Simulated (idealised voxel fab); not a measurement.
process module | voxel trench capacitor
cross-section cut | 165 nm wide | cells 5 nm
A cross-section is a grid of square cells, given in bands from the top down. A band is one or more rows of cells.
Each band's line starts with the height of the band's top and of its bottom, in nm. Then come its materials from left to right, each with its width in nm. One material with "throughout" fills the band from edge to edge. "air" is empty space.
Height 0 is the level under which the wafer as received is all one material. The lowest band goes on downwards, as in "0 down".
A width such as "30 to 40" changes by the same amount from each row of cells to the next, from the band's top row to its bottom row.
"no change" after a step means that no cell of the cross-section changed.
closed voids: empty space of 8 cells or more with no open way to the top, each as width x height at its distance from the left edge, in nm
after a step's settings: what the simulator itself notes on the step
overlay nm, on a step with a mask: how far to the right of its planned place the mask lay; to the left if negative
plan
1 op RECEIVE | material Si
2 op CONFORMAL_DEP | material SiN | thk nm 10
3 op MASKED_ETCH | tone open | mask id TRENCH | width nm 30 | pitch nm 50 | etch materials SiN | depth nm 10 | overlay nm 0
4 op MASKED_ETCH | tone open | mask id TRENCH | width nm 30 | pitch nm 50 | etch materials Si | depth nm 25 | overlay nm 0
5 op CONFORMAL_DEP | material Al2O3 | thk nm 5
6 op CONFORMAL_DEP | material TiN | thk nm 5
7 op FILL_DEP | material W | thk nm 10
8 op CMP | height nm 10
as received, after step 1
  0 down: Si throughout
  closed voids: none
a wafer at the end: this start, this plan, one mistake
  10 to 0: SiN 15 | TiN 5 | Al2O3 5 | W 10 | Al2O3 5 | TiN 5 | SiN 20 | TiN 5 | Al2O3 5 | W 10 | Al2O3 5 | TiN 5 | SiN 20 | TiN 5 | Al2O3 5 | W 10 | Al2O3 5 | TiN 5 | SiN 20
  0 to -15: Si 15 | TiN 5 | Al2O3 5 | W 10 | Al2O3 5 | TiN 5 | Si 20 | TiN 5 | Al2O3 5 | W 10 | Al2O3 5 | TiN 5 | Si 20 | TiN 5 | Al2O3 5 | W 10 | Al2O3 5 | TiN 5 | Si 20
  -15 to -20: Si 15 | TiN 5 | Al2O3 20 | TiN 5 | Si 20 | TiN 5 | Al2O3 20 | TiN 5 | Si 20 | TiN 5 | Al2O3 20 | TiN 5 | Si 20
  -20 to -25: Si 15 | TiN 30 | Si 20 | TiN 30 | Si 20 | TiN 30 | Si 20
  -25 down: Si throughout
  closed voids: none
what went wrong: steps 5 and 6 were swapped
